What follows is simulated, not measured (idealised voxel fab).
process module | voxel wiring stack
cross-section cut | 160 nm wide | cells 5 nm
A cross-section is a grid of square cells, given in bands from the top down. A band is one or more rows of cells.
Each band's line starts with the height of the band's top and of its bottom, in nm. Then come its materials from left to right, each with its width in nm. One material with "throughout" fills the band from edge to edge. "air" is empty space.
Height 0 is the level under which the wafer as received is all one material. The lowest band goes on downwards, as in "0 down".
A width such as "30 to 40" changes by the same amount from each row of cells to the next, from the band's top row to its bottom row.
"no change" after a step means that no cell of the cross-section changed.
closed voids: empty space of 8 cells or more with no open way to the top, each as width x height at its distance from the left edge, in nm
after a step's settings: what the simulator itself notes on the step
overlay nm, on a step with a mask: how far to the right of its planned place the mask lay; to the left if negative
Each pair below shows a cross-section before one step and the cross-section after it, down to the lowest band that changed. The line under each pair gives the step between them, with its settings. The pairs can come from different runs of this module on the same starting wafer, so a pair continues from the pair above only where its "before" says so.
before
  0 down: Si throughout
  closed voids: none
after
  15 to 0: SiO2 throughout
  below 0: unchanged
  closed voids: none
the step between: op CONFORMAL_DEP | material SiO2 | thk nm 15
before: the cross-section after the pair above
after
  20 to 15: TiN throughout
  below 15: unchanged
  closed voids: none
the step between: op DIRECTIONAL_DEP | material TiN | thk nm 5
before: the cross-section after the pair above
after
  45 to 20: W throughout
  below 20: unchanged
  closed voids: none
the step between: op DIRECTIONAL_DEP | material W | thk nm 25
before: the cross-section after the pair above
after
  65 to 45: air 50 | resist 20 | air 20 | resist 20 | air 50
  below 45: unchanged
  closed voids: none
the step between: op PATTERN | tone cover | mask id METAL_1 | material resist | width nm 20 | pitch nm 40 | thk nm 20 | overlay nm 0
before: the cross-section after the pair above
after
  65 to 45: air 50 | resist 20 | air 20 | resist 20 | air 50
  45 to 20: air 50 | W 20 | air 20 | W 20 | air 50
  below 20: unchanged
  closed voids: none
the step between: op DIRECTIONAL_ETCH | etch materials W | depth nm 25
before: the cross-section after the pair above
after
  65 to 45: air 50 | resist 20 | air 20 | resist 20 | air 50
  45 to 20: air 50 | W 20 | air 20 | W 20 | air 50
  20 to 15: air 50 | TiN 20 | air 20 | TiN 20 | air 50
  below 15: unchanged
  closed voids: none
the step between: op DIRECTIONAL_ETCH | etch materials TiN | depth nm 5
before: the cross-section after the pair above
after
  45 to 20: air 50 | W 20 | air 20 | W 20 | air 50
  below 20: unchanged
  closed voids: none
the step between: op STRIP | etch materials resist
before: the cross-section after the pair above
after
  55 to 45: lowk throughout
  45 to 20: lowk 50 | W 20 | lowk 20 | W 20 | lowk 50
  20 to 15: lowk 50 | TiN 20 | lowk 20 | TiN 20 | lowk 50
  below 15: unchanged
  closed voids: none
the step between: op FILL_DEP | material lowk | thk nm 10
before: the cross-section after the pair above
after
  45 to 20: lowk 50 | W 20 | lowk 20 | W 20 | lowk 50
  below 20: unchanged
  closed voids: none
the step between: op CMP | height nm 45
before: the cross-section after the pair above
after
  50 to 45: SiCN throughout
  below 45: unchanged
  closed voids: none
the step between: op CONFORMAL_DEP | material SiCN | thk nm 5
before: the cross-section after the pair above
after
  80 to 50: lowk throughout
  below 50: unchanged
  closed voids: none
the step between: op DIRECTIONAL_DEP | material lowk | thk nm 30
before: the cross-section after the pair above
after
  95 to 80: aC throughout
  below 80: unchanged
  closed voids: none
the step between: op DIRECTIONAL_DEP | material aC | thk nm 15
before: the cross-section after the pair above
after
  125 to 95: resist 50 | air 20 | resist 20 | air 20 | resist 50
  below 95: unchanged
  closed voids: none
the step between: op PATTERN | tone open | mask id METAL_2 | material resist | width nm 20 | pitch nm 40 | thk nm 30 | overlay nm 0
before: the cross-section after the pair above
after
  110 to 95: resist 50 | air 20 | resist 20 | air 20 | resist 50
  95 to 80: aC 50 | air 20 | aC 20 | air 20 | aC 50
  below 80: unchanged
  closed voids: none
the step between: op DIRECTIONAL_ETCH | etch materials aC | depth nm 15
before: the cross-section after the pair above
after
  95 to 80: aC 50 | air 20 | aC 20 | air 20 | aC 50
  below 80: unchanged
  closed voids: none
the step between: op STRIP | etch materials resist
before: the cross-section after the pair above
after
  95 to 80: aC 50 | air 20 | aC 20 | air 20 | aC 50
  80 to 65: lowk 50 | air 20 | lowk 20 | air 20 | lowk 50
  below 65: unchanged
  closed voids: none
the step between: op DIRECTIONAL_ETCH | etch materials lowk | depth nm 15
before: the cross-section after the pair above
after
  80 to 65: lowk 50 | air 20 | lowk 20 | air 20 | lowk 50
  below 65: unchanged
  closed voids: none
the step between: op STRIP | etch materials aC
before: the cross-section after the pair above
after
  80 to 65: lowk 50 | air 20 | lowk 20 | air 20 | lowk 50
  65 to 50: lowk 50 | air 15 | lowk 25 | air 15 | lowk 55
  below 50: unchanged
  closed voids: none
the step between: op MASKED_ETCH | tone open | mask id METAL_2_HOLES | width nm 15 | pitch nm 40 | etch materials lowk | depth nm 15 | overlay nm 0
before: the cross-section after the pair above
after
  80 to 65: lowk 50 | air 20 | lowk 20 | air 20 | lowk 50
  65 to 50: lowk 50 | air 15 | lowk 25 | air 15 | lowk 55
  50 to 45: SiCN 50 | air 15 | SiCN 25 | air 15 | SiCN 55
  below 45: unchanged
  closed voids: none
the step between: op MASKED_ETCH | tone open | mask id METAL_2_HOLES | width nm 15 | pitch nm 40 | etch materials SiCN | depth nm 5 | overlay nm 0
before: the cross-section after the pair above
after
  85 to 80: TiN 55 | air 10 | TiN 30 | air 10 | TiN 55
  80 to 70: lowk 50 | TiN 5 | air 10 | TiN 5 | lowk 20 | TiN 5 | air 10 | TiN 5 | lowk 50
  70 to 65: lowk 50 | TiN 5 | air 5 | TiN 10 | lowk 20 | TiN 5 | air 5 | TiN 10 | lowk 50
  65 to 50: lowk 50 | TiN 5 | air 5 | TiN 5 | lowk 25 | TiN 5 | air 5 | TiN 5 | lowk 55
  50 to 45: SiCN 50 | TiN 15 | SiCN 25 | TiN 15 | SiCN 55
  below 45: unchanged
  closed voids: none
the step between: op CONFORMAL_DEP | material TiN | thk nm 5
before: the cross-section after the pair above
after
  95 to 85: Cu throughout
  85 to 80: TiN 55 | Cu 10 | TiN 30 | Cu 10 | TiN 55
  80 to 70: lowk 50 | TiN 5 | Cu 10 | TiN 5 | lowk 20 | TiN 5 | Cu 10 | TiN 5 | lowk 50
  70 to 65: lowk 50 | TiN 5 | Cu 5 | TiN 10 | lowk 20 | TiN 5 | Cu 5 | TiN 10 | lowk 50
  65 to 50: lowk 50 | TiN 5 | Cu 5 | TiN 5 | lowk 25 | TiN 5 | Cu 5 | TiN 5 | lowk 55
  below 50: unchanged
  closed voids: none
the step between: op FILL_DEP | material Cu | thk nm 10
before: the cross-section after the pair above
after
  80 to 70: lowk 50 | TiN 5 | Cu 10 | TiN 5 | lowk 20 | TiN 5 | Cu 10 | TiN 5 | lowk 50
  below 70: unchanged
  closed voids: none
the step between: op CMP | height nm 80
before: the cross-section after the pair above
after
  85 to 80: SiN throughout
  below 80: unchanged
  closed voids: none
the step between: op CONFORMAL_DEP | material SiN | thk nm 5
before
  95 to 85: Cu throughout
  85 to 80: TiN 55 | Cu 10 | TiN 30 | Cu 10 | TiN 55
  80 to 70: lowk 50 | TiN 5 | Cu 10 | TiN 5 | lowk 20 | TiN 5 | Cu 10 | TiN 5 | lowk 50
  70 to 65: lowk 50 | TiN 5 | Cu 5 | TiN 10 | lowk 20 | TiN 5 | Cu 5 | TiN 10 | lowk 50
  65 to 50: lowk 50 | TiN 5 | Cu 5 | TiN 5 | lowk 25 | TiN 5 | Cu 5 | TiN 5 | lowk 55
  50 to 45: SiCN 50 | TiN 15 | SiCN 25 | TiN 15 | SiCN 55
  45 to 20: lowk 50 | W 20 | lowk 20 | W 20 | lowk 50
  20 to 15: lowk 50 | TiN 20 | lowk 20 | TiN 20 | lowk 50
  15 to 0: SiO2 throughout
  0 down: Si throughout
  closed voids: none
after
  100 to 95: SiN throughout
  below 95: unchanged
  closed voids: none
the step between: op CONFORMAL_DEP | material SiN | thk nm 5
before
  15 to 0: SiO2 throughout
  0 down: Si throughout
  closed voids: none
after
  30 to 0: SiO2 throughout
  below 0: unchanged
  closed voids: none
the step between: op CONFORMAL_DEP | material SiO2 | thk nm 15
before: the cross-section after the pair above
after
  35 to 30: TiN throughout
  below 30: unchanged
  closed voids: none
the step between: op DIRECTIONAL_DEP | material TiN | thk nm 5
before: the cross-section after the pair above
after
  60 to 35: W throughout
  below 35: unchanged
  closed voids: none
the step between: op DIRECTIONAL_DEP | material W | thk nm 25
before: the cross-section after the pair above
after
  80 to 60: air 50 | resist 20 | air 20 | resist 20 | air 50
  below 60: unchanged
  closed voids: none
the step between: op PATTERN | tone cover | mask id METAL_1 | material resist | width nm 20 | pitch nm 40 | thk nm 20 | overlay nm 0
before: the cross-section after the pair above
after
  80 to 60: air 50 | resist 20 | air 20 | resist 20 | air 50
  60 to 35: air 50 | W 20 | air 20 | W 20 | air 50
  below 35: unchanged
  closed voids: none
the step between: op DIRECTIONAL_ETCH | etch materials W | depth nm 25
before: the cross-section after the pair above
after
  80 to 60: air 50 | resist 20 | air 20 | resist 20 | air 50
  60 to 35: air 50 | W 20 | air 20 | W 20 | air 50
  35 to 30: air 50 | TiN 20 | air 20 | TiN 20 | air 50
  below 30: unchanged
  closed voids: none
the step between: op DIRECTIONAL_ETCH | etch materials TiN | depth nm 5
before: the cross-section after the pair above
after
  60 to 35: air 50 | W 20 | air 20 | W 20 | air 50
  below 35: unchanged
  closed voids: none
the step between: op STRIP | etch materials resist
before: the cross-section after the pair above
after
  70 to 60: lowk throughout
  60 to 35: lowk 50 | W 20 | lowk 20 | W 20 | lowk 50
  35 to 30: lowk 50 | TiN 20 | lowk 20 | TiN 20 | lowk 50
  below 30: unchanged
  closed voids: none
the step between: op FILL_DEP | material lowk | thk nm 10
before: the cross-section after the pair above
after
  45 to 35: lowk 50 | W 20 | lowk 20 | W 20 | lowk 50
  below 35: unchanged
  closed voids: none
the step between: op CMP | height nm 45
before: the cross-section after the pair above
after
  50 to 45: SiCN throughout
  below 45: unchanged
  closed voids: none
the step between: op CONFORMAL_DEP | material SiCN | thk nm 5
before: the cross-section after the pair above
after
  80 to 50: lowk throughout
  below 50: unchanged
  closed voids: none
the step between: op DIRECTIONAL_DEP | material lowk | thk nm 30
before: the cross-section after the pair above
after
  95 to 80: aC throughout
  below 80: unchanged
  closed voids: none
the step between: op DIRECTIONAL_DEP | material aC | thk nm 15
before: the cross-section after the pair above
after
  125 to 95: resist 50 | air 20 | resist 20 | air 20 | resist 50
  below 95: unchanged
  closed voids: none
the step between: op PATTERN | tone open | mask id METAL_2 | material resist | width nm 20 | pitch nm 40 | thk nm 30 | overlay nm 0
before: the cross-section after the pair above
after
  110 to 95: resist 50 | air 20 | resist 20 | air 20 | resist 50
  95 to 80: aC 50 | air 20 | aC 20 | air 20 | aC 50
  below 80: unchanged
  closed voids: none
the step between: op DIRECTIONAL_ETCH | etch materials aC | depth nm 15
before: the cross-section after the pair above
after
  95 to 80: aC 50 | air 20 | aC 20 | air 20 | aC 50
  below 80: unchanged
  closed voids: none
the step between: op STRIP | etch materials resist
before: the cross-section after the pair above
after
  95 to 80: aC 50 | air 20 | aC 20 | air 20 | aC 50
  80 to 65: lowk 50 | air 20 | lowk 20 | air 20 | lowk 50
  below 65: unchanged
  closed voids: none
the step between: op DIRECTIONAL_ETCH | etch materials lowk | depth nm 15
before: the cross-section after the pair above
after
  80 to 65: lowk 50 | air 20 | lowk 20 | air 20 | lowk 50
  below 65: unchanged
  closed voids: none
the step between: op STRIP | etch materials aC
before: the cross-section after the pair above
after
  80 to 65: lowk 50 | air 20 | lowk 20 | air 20 | lowk 50
  65 to 50: lowk 50 | air 15 | lowk 25 | air 15 | lowk 55
  below 50: unchanged
  closed voids: none
the step between: op MASKED_ETCH | tone open | mask id METAL_2_HOLES | width nm 15 | pitch nm 40 | etch materials lowk | depth nm 15 | overlay nm 0
before: the cross-section after the pair above
after
  80 to 65: lowk 50 | air 20 | lowk 20 | air 20 | lowk 50
  65 to 50: lowk 50 | air 15 | lowk 25 | air 15 | lowk 55
  50 to 45: SiCN 50 | air 15 | SiCN 25 | air 15 | SiCN 55
  below 45: unchanged
  closed voids: none
the step between: op MASKED_ETCH | tone open | mask id METAL_2_HOLES | width nm 15 | pitch nm 40 | etch materials SiCN | depth nm 5 | overlay nm 0
before: the cross-section after the pair above
after
  85 to 80: TiN 55 | air 10 | TiN 30 | air 10 | TiN 55
  80 to 70: lowk 50 | TiN 5 | air 10 | TiN 5 | lowk 20 | TiN 5 | air 10 | TiN 5 | lowk 50
  70 to 65: lowk 50 | TiN 5 | air 5 | TiN 10 | lowk 20 | TiN 5 | air 5 | TiN 10 | lowk 50
  65 to 50: lowk 50 | TiN 5 | air 5 | TiN 5 | lowk 25 | TiN 5 | air 5 | TiN 5 | lowk 55
  50 to 45: SiCN 50 | TiN 15 | SiCN 25 | TiN 15 | SiCN 55
  below 45: unchanged
  closed voids: none
the step between: op CONFORMAL_DEP | material TiN | thk nm 5
before: the cross-section after the pair above
after
  95 to 85: Cu throughout
  85 to 80: TiN 55 | Cu 10 | TiN 30 | Cu 10 | TiN 55
  80 to 70: lowk 50 | TiN 5 | Cu 10 | TiN 5 | lowk 20 | TiN 5 | Cu 10 | TiN 5 | lowk 50
  70 to 65: lowk 50 | TiN 5 | Cu 5 | TiN 10 | lowk 20 | TiN 5 | Cu 5 | TiN 10 | lowk 50
  65 to 50: lowk 50 | TiN 5 | Cu 5 | TiN 5 | lowk 25 | TiN 5 | Cu 5 | TiN 5 | lowk 55
  below 50: unchanged
  closed voids: none
the step between: op FILL_DEP | material Cu | thk nm 10
before: the cross-section after the pair above
after
  80 to 70: lowk 50 | TiN 5 | Cu 10 | TiN 5 | lowk 20 | TiN 5 | Cu 10 | TiN 5 | lowk 50
  below 70: unchanged
  closed voids: none
the step between: op CMP | height nm 80
before: the cross-section after the pair above
after
  85 to 80: SiN throughout
  below 80: unchanged
  closed voids: none
the step between: op CONFORMAL_DEP | material SiN | thk nm 5
before
  50 to 45: SiCN throughout
  45 to 20: lowk 50 | W 20 | lowk 20 | W 20 | lowk 50
  20 to 15: lowk 50 | TiN 20 | lowk 20 | TiN 20 | lowk 50
  15 to 0: SiO2 throughout
  0 down: Si throughout
  closed voids: none
after
  65 to 50: aC throughout
  below 50: unchanged
  closed voids: none
the step between: op DIRECTIONAL_DEP | material aC | thk nm 15
before: the cross-section after the pair above
after
  95 to 65: lowk throughout
  below 65: unchanged
  closed voids: none
the step between: op DIRECTIONAL_DEP | material lowk | thk nm 30
before: the cross-section after the pair above
after
  125 to 95: resist 50 | air 20 | resist 20 | air 20 | resist 50
  below 95: unchanged
  closed voids: none
the step between: op PATTERN | tone open | mask id METAL_2 | material resist | width nm 20 | pitch nm 40 | thk nm 30 | overlay nm 0
before: the cross-section after the pair above
after
  110 to 95: resist 50 | air 20 | resist 20 | air 20 | resist 50
  below 95: unchanged
  closed voids: none
the step between: op DIRECTIONAL_ETCH | etch materials aC | depth nm 15
before: the cross-section after the pair above
after
  95 to 65: lowk throughout
  below 65: unchanged
  closed voids: none
the step between: op STRIP | etch materials resist
before: the cross-section after the pair above
after
  80 to 65: lowk throughout
  below 65: unchanged
  closed voids: none
the step between: op DIRECTIONAL_ETCH | etch materials lowk | depth nm 15
before: the cross-section after the pair above
after
  80 to 65: lowk 50 | air 15 | lowk 25 | air 15 | lowk 55
  below 65: unchanged
  closed voids: none
the step between: op MASKED_ETCH | tone open | mask id METAL_2_HOLES | width nm 15 | pitch nm 40 | etch materials lowk | depth nm 15 | overlay nm 0
before: the cross-section after the pair above
after
  85 to 80: TiN 55 | air 5 | TiN 35 | air 5 | TiN 60
  80 to 70: lowk 50 | TiN 5 | air 5 | TiN 5 | lowk 25 | TiN 5 | air 5 | TiN 5 | lowk 55
  70 to 65: lowk 50 | TiN 15 | lowk 25 | TiN 15 | lowk 55
  below 65: unchanged
  closed voids: none
the step between: op CONFORMAL_DEP | material TiN | thk nm 5
before: the cross-section after the pair above
after
  95 to 85: Cu throughout
  85 to 80: TiN 55 | Cu 5 | TiN 35 | Cu 5 | TiN 60
  80 to 70: lowk 50 | TiN 5 | Cu 5 | TiN 5 | lowk 25 | TiN 5 | Cu 5 | TiN 5 | lowk 55
  below 70: unchanged
  closed voids: none
the step between: op FILL_DEP | material Cu | thk nm 10
before: the cross-section after the pair above
after
  80 to 70: lowk 50 | TiN 5 | Cu 5 | TiN 5 | lowk 25 | TiN 5 | Cu 5 | TiN 5 | lowk 55
  below 70: unchanged
  closed voids: none
the step between: op CMP | height nm 80
before: the cross-section after the pair above
after
  85 to 80: SiN throughout
  below 80: unchanged
  closed voids: none
the step between: op CONFORMAL_DEP | material SiN | thk nm 5
before
  55 to 45: lowk throughout
  45 to 20: lowk 50 | W 20 | lowk 20 | W 20 | lowk 50
  20 to 15: lowk 50 | TiN 20 | lowk 20 | TiN 20 | lowk 50
  15 to 0: SiO2 throughout
  0 down: Si throughout
  closed voids: none
after
  50 to 45: lowk throughout
  below 45: unchanged
  closed voids: none
the step between: op CMP | height nm 50
before: the cross-section after the pair above
after
  55 to 50: SiCN throughout
  below 50: unchanged
  closed voids: none
the step between: op CONFORMAL_DEP | material SiCN | thk nm 5
before: the cross-section after the pair above
after
  85 to 55: lowk throughout
  below 55: unchanged
  closed voids: none
the step between: op DIRECTIONAL_DEP | material lowk | thk nm 30
before: the cross-section after the pair above
after
  100 to 85: aC throughout
  below 85: unchanged
  closed voids: none
the step between: op DIRECTIONAL_DEP | material aC | thk nm 15
before: the cross-section after the pair above
after
  130 to 100: resist 50 | air 20 | resist 20 | air 20 | resist 50
  below 100: unchanged
  closed voids: none
the step between: op PATTERN | tone open | mask id METAL_2 | material resist | width nm 20 | pitch nm 40 | thk nm 30 | overlay nm 0
before: the cross-section after the pair above
after
  115 to 100: resist 50 | air 20 | resist 20 | air 20 | resist 50
  100 to 85: aC 50 | air 20 | aC 20 | air 20 | aC 50
  below 85: unchanged
  closed voids: none
the step between: op DIRECTIONAL_ETCH | etch materials aC | depth nm 15
before: the cross-section after the pair above
after
  100 to 85: aC 50 | air 20 | aC 20 | air 20 | aC 50
  below 85: unchanged
  closed voids: none
the step between: op STRIP | etch materials resist
before: the cross-section after the pair above
after
  100 to 85: aC 50 | air 20 | aC 20 | air 20 | aC 50
  85 to 70: lowk 50 | air 20 | lowk 20 | air 20 | lowk 50
  below 70: unchanged
  closed voids: none
the step between: op DIRECTIONAL_ETCH | etch materials lowk | depth nm 15
before: the cross-section after the pair above
after
  85 to 70: lowk 50 | air 20 | lowk 20 | air 20 | lowk 50
  below 70: unchanged
  closed voids: none
the step between: op STRIP | etch materials aC
before: the cross-section after the pair above
after
  85 to 70: lowk 50 | air 20 | lowk 20 | air 20 | lowk 50
  70 to 55: lowk 50 | air 15 | lowk 25 | air 15 | lowk 55
  below 55: unchanged
  closed voids: none
the step between: op MASKED_ETCH | tone open | mask id METAL_2_HOLES | width nm 15 | pitch nm 40 | etch materials lowk | depth nm 15 | overlay nm 0
before: the cross-section after the pair above
after
  85 to 70: lowk 50 | air 20 | lowk 20 | air 20 | lowk 50
  70 to 55: lowk 50 | air 15 | lowk 25 | air 15 | lowk 55
  55 to 50: SiCN 50 | air 15 | SiCN 25 | air 15 | SiCN 55
  below 50: unchanged
  closed voids: none
the step between: op MASKED_ETCH | tone open | mask id METAL_2_HOLES | width nm 15 | pitch nm 40 | etch materials SiCN | depth nm 5 | overlay nm 0
before: the cross-section after the pair above
after
  90 to 85: TiN 55 | air 10 | TiN 30 | air 10 | TiN 55
  85 to 75: lowk 50 | TiN 5 | air 10 | TiN 5 | lowk 20 | TiN 5 | air 10 | TiN 5 | lowk 50
  75 to 70: lowk 50 | TiN 5 | air 5 | TiN 10 | lowk 20 | TiN 5 | air 5 | TiN 10 | lowk 50
  70 to 55: lowk 50 | TiN 5 | air 5 | TiN 5 | lowk 25 | TiN 5 | air 5 | TiN 5 | lowk 55
  55 to 50: SiCN 50 | TiN 15 | SiCN 25 | TiN 15 | SiCN 55
  below 50: unchanged
  closed voids: none
the step between: op CONFORMAL_DEP | material TiN | thk nm 5
before: the cross-section after the pair above
after
  100 to 90: Cu throughout
  90 to 85: TiN 55 | Cu 10 | TiN 30 | Cu 10 | TiN 55
  85 to 75: lowk 50 | TiN 5 | Cu 10 | TiN 5 | lowk 20 | TiN 5 | Cu 10 | TiN 5 | lowk 50
  75 to 70: lowk 50 | TiN 5 | Cu 5 | TiN 10 | lowk 20 | TiN 5 | Cu 5 | TiN 10 | lowk 50
  70 to 55: lowk 50 | TiN 5 | Cu 5 | TiN 5 | lowk 25 | TiN 5 | Cu 5 | TiN 5 | lowk 55
  below 55: unchanged
  closed voids: none
the step between: op FILL_DEP | material Cu | thk nm 10
before: the cross-section after the pair above
after
  80 to 70: lowk 50 | TiN 5 | Cu 10 to 5 | TiN 5 to 10 | lowk 20 | TiN 5 | Cu 10 to 5 | TiN 5 to 10 | lowk 50
  below 70: unchanged
  closed voids: none
the step between: op CMP | height nm 80
before: the cross-section after the pair above
after
  85 to 80: SiN throughout
  below 80: unchanged
  closed voids: none
the step between: op CONFORMAL_DEP | material SiN | thk nm 5
before
  80 to 65: lowk 50 | air 20 | lowk 20 | air 20 | lowk 50
  65 to 50: lowk throughout
  50 to 45: SiCN throughout
  45 to 20: lowk 50 | W 20 | lowk 20 | W 20 | lowk 50
  20 to 15: lowk 50 | TiN 20 | lowk 20 | TiN 20 | lowk 50
  15 to 0: SiO2 throughout
  0 down: Si throughout
  closed voids: none
after
  80 to 65: lowk 45 | air 25 | lowk 15 | air 25 | lowk 50
  65 to 50: lowk 50 | air 20 | lowk 20 | air 20 | lowk 50
  below 50: unchanged
  closed voids: none
the step between: op MASKED_ETCH | tone open | mask id METAL_2_HOLES | width nm 25 | pitch nm 40 | etch materials lowk | depth nm 15 | overlay nm 0
before: the cross-section after the pair above
after
  80 to 65: lowk 45 | air 25 | lowk 15 | air 25 | lowk 50
  65 to 50: lowk 50 | air 20 | lowk 20 | air 20 | lowk 50
  50 to 45: SiCN 50 | air 15 | SiCN 25 | air 15 | SiCN 55
  below 45: unchanged
  closed voids: none
the step between: op MASKED_ETCH | tone open | mask id METAL_2_HOLES | width nm 15 | pitch nm 40 | etch materials SiCN | depth nm 5 | overlay nm 0
before: the cross-section after the pair above
after
  85 to 80: TiN 50 | air 15 | TiN 25 | air 15 | TiN 55
  80 to 70: lowk 45 | TiN 5 | air 15 | TiN 5 | lowk 15 | TiN 5 | air 15 | TiN 5 | lowk 50
  70 to 65: lowk 45 | TiN 10 | air 10 | TiN 5 | lowk 15 | TiN 10 | air 10 | TiN 5 | lowk 50
  65 to 55: lowk 50 | TiN 5 | air 10 | TiN 5 | lowk 20 | TiN 5 | air 10 | TiN 5 | lowk 50
  55 to 50: lowk 50 | TiN 5 | air 5 | TiN 10 | lowk 20 | TiN 5 | air 5 | TiN 10 | lowk 50
  50 to 45: SiCN 50 | TiN 15 | SiCN 25 | TiN 15 | SiCN 55
  below 45: unchanged
  closed voids: none
the step between: op CONFORMAL_DEP | material TiN | thk nm 5
before: the cross-section after the pair above
after
  95 to 85: Cu throughout
  85 to 80: TiN 50 | Cu 15 | TiN 25 | Cu 15 | TiN 55
  80 to 70: lowk 45 | TiN 5 | Cu 15 | TiN 5 | lowk 15 | TiN 5 | Cu 15 | TiN 5 | lowk 50
  70 to 65: lowk 45 | TiN 10 | Cu 10 | TiN 5 | lowk 15 | TiN 10 | Cu 10 | TiN 5 | lowk 50
  65 to 55: lowk 50 | TiN 5 | Cu 10 | TiN 5 | lowk 20 | TiN 5 | Cu 10 | TiN 5 | lowk 50
  55 to 50: lowk 50 | TiN 5 | Cu 5 | TiN 10 | lowk 20 | TiN 5 | Cu 5 | TiN 10 | lowk 50
  below 50: unchanged
  closed voids: none
the step between: op FILL_DEP | material Cu | thk nm 10
before: the cross-section after the pair above
after
  80 to 70: lowk 45 | TiN 5 | Cu 15 | TiN 5 | lowk 15 | TiN 5 | Cu 15 | TiN 5 | lowk 50
  below 70: unchanged
  closed voids: none
the step between: op CMP | height nm 80
before: the cross-section after the pair above
after
  85 to 80: SiN throughout
  below 80: unchanged
  closed voids: none
the step between: op CONFORMAL_DEP | material SiN | thk nm 5
before
  80 to 65: lowk 50 | air 20 | lowk 20 | air 20 | lowk 50
  65 to 50: lowk throughout
  50 to 45: SiCN throughout
  45 to 20: lowk 50 | W 20 | lowk 20 | W 20 | lowk 50
  20 to 15: lowk 50 | TiN 20 | lowk 20 | TiN 20 | lowk 50
  15 to 0: SiO2 throughout
  0 down: Si throughout
  closed voids: none
after
  80 to 65: lowk 40 | air 30 | lowk 10 | air 30 | lowk 50
  65 to 50: lowk 50 | air 5 | lowk 35 | air 5 | lowk 65
  below 50: unchanged
  closed voids: none
the step between: op MASKED_ETCH | tone open | mask id METAL_2_HOLES | width nm 15 | pitch nm 40 | etch materials lowk | depth nm 15 | overlay nm -10
before: the cross-section after the pair above
after
  80 to 65: lowk 40 | air 30 | lowk 10 | air 30 | lowk 50
  65 to 50: lowk 50 | air 5 | lowk 35 | air 5 | lowk 65
  50 to 45: SiCN 50 | air 5 | SiCN 35 | air 5 | SiCN 65
  below 45: unchanged
  closed voids: none
the step between: op MASKED_ETCH | tone open | mask id METAL_2_HOLES | width nm 15 | pitch nm 40 | etch materials SiCN | depth nm 5 | overlay nm 0
before: the cross-section after the pair above
after
  85 to 80: TiN 45 | air 20 | TiN 20 | air 20 | TiN 55
  80 to 70: lowk 40 | TiN 5 | air 20 | TiN 5 | lowk 10 | TiN 5 | air 20 | TiN 5 | lowk 50
  70 to 65: lowk 40 | TiN 30 | lowk 10 | TiN 30 | lowk 50
  65 to 50: lowk 50 | TiN 5 | lowk 35 | TiN 5 | lowk 65
  50 to 45: SiCN 50 | TiN 5 | SiCN 35 | TiN 5 | SiCN 65
  below 45: unchanged
  closed voids: none
the step between: op CONFORMAL_DEP | material TiN | thk nm 5
before: the cross-section after the pair above
after
  95 to 85: Cu throughout
  85 to 80: TiN 45 | Cu 20 | TiN 20 | Cu 20 | TiN 55
  80 to 70: lowk 40 | TiN 5 | Cu 20 | TiN 5 | lowk 10 | TiN 5 | Cu 20 | TiN 5 | lowk 50
  below 70: unchanged
  closed voids: none
the step between: op FILL_DEP | material Cu | thk nm 10
before: the cross-section after the pair above
after
  80 to 70: lowk 40 | TiN 5 | Cu 20 | TiN 5 | lowk 10 | TiN 5 | Cu 20 | TiN 5 | lowk 50
  below 70: unchanged
  closed voids: none
the step between: op CMP | height nm 80
before: the cross-section after the pair above
after
  85 to 80: SiN throughout
  below 80: unchanged
  closed voids: none
the step between: op CONFORMAL_DEP | material SiN | thk nm 5
before
  0 down: Si throughout
  closed voids: none
after
  15 to 0: aC throughout
  below 0: unchanged
  closed voids: none
the step between: op CONFORMAL_DEP | material aC | thk nm 15
before: the cross-section after the pair above
after
  20 to 15: TiN throughout
  below 15: unchanged
  closed voids: none
the step between: op DIRECTIONAL_DEP | material TiN | thk nm 5
before: the cross-section after the pair above
after
  45 to 20: W throughout
  below 20: unchanged
  closed voids: none
the step between: op DIRECTIONAL_DEP | material W | thk nm 25
before: the cross-section after the pair above
after
  65 to 45: air 50 | resist 20 | air 20 | resist 20 | air 50
  below 45: unchanged
  closed voids: none
the step between: op PATTERN | tone cover | mask id METAL_1 | material resist | width nm 20 | pitch nm 40 | thk nm 20 | overlay nm 0
before: the cross-section after the pair above
after
  65 to 45: air 50 | resist 20 | air 20 | resist 20 | air 50
  45 to 20: air 50 | W 20 | air 20 | W 20 | air 50
  below 20: unchanged
  closed voids: none
the step between: op DIRECTIONAL_ETCH | etch materials W | depth nm 25
before: the cross-section after the pair above
after
  65 to 45: air 50 | resist 20 | air 20 | resist 20 | air 50
  45 to 20: air 50 | W 20 | air 20 | W 20 | air 50
  20 to 15: air 50 | TiN 20 | air 20 | TiN 20 | air 50
  below 15: unchanged
  closed voids: none
the step between: op DIRECTIONAL_ETCH | etch materials TiN | depth nm 5
before: the cross-section after the pair above
after
  45 to 20: air 50 | W 20 | air 20 | W 20 | air 50
  below 20: unchanged
  closed voids: none
the step between: op STRIP | etch materials resist
before: the cross-section after the pair above
after
  55 to 45: lowk throughout
  45 to 20: lowk 50 | W 20 | lowk 20 | W 20 | lowk 50
  20 to 15: lowk 50 | TiN 20 | lowk 20 | TiN 20 | lowk 50
  below 15: unchanged
  closed voids: none
the step between: op FILL_DEP | material lowk | thk nm 10
before: the cross-section after the pair above
after
  45 to 20: lowk 50 | W 20 | lowk 20 | W 20 | lowk 50
  below 20: unchanged
  closed voids: none
the step between: op CMP | height nm 45
before: the cross-section after the pair above
after
  50 to 45: SiCN throughout
  below 45: unchanged
  closed voids: none
the step between: op CONFORMAL_DEP | material SiCN | thk nm 5
before: the cross-section after the pair above
after
  80 to 50: lowk throughout
  below 50: unchanged
  closed voids: none
the step between: op DIRECTIONAL_DEP | material lowk | thk nm 30
before: the cross-section after the pair above
after
  95 to 80: aC throughout
  below 80: unchanged
  closed voids: none
the step between: op DIRECTIONAL_DEP | material aC | thk nm 15
before: the cross-section after the pair above
after
  125 to 95: resist 50 | air 20 | resist 20 | air 20 | resist 50
  below 95: unchanged
  closed voids: none
the step between: op PATTERN | tone open | mask id METAL_2 | material resist | width nm 20 | pitch nm 40 | thk nm 30 | overlay nm 0
before: the cross-section after the pair above
after
  110 to 95: resist 50 | air 20 | resist 20 | air 20 | resist 50
  95 to 80: aC 50 | air 20 | aC 20 | air 20 | aC 50
  below 80: unchanged
  closed voids: none
the step between: op DIRECTIONAL_ETCH | etch materials aC | depth nm 15
before: the cross-section after the pair above
after
  95 to 80: aC 50 | air 20 | aC 20 | air 20 | aC 50
  below 80: unchanged
  closed voids: none
the step between: op STRIP | etch materials resist
before: the cross-section after the pair above
after
  95 to 80: aC 50 | air 20 | aC 20 | air 20 | aC 50
  80 to 65: lowk 50 | air 20 | lowk 20 | air 20 | lowk 50
  below 65: unchanged
  closed voids: none
the step between: op DIRECTIONAL_ETCH | etch materials lowk | depth nm 15
before: the cross-section after the pair above
after
  80 to 65: lowk 50 | air 20 | lowk 20 | air 20 | lowk 50
  below 65: unchanged
  closed voids: none
the step between: op STRIP | etch materials aC
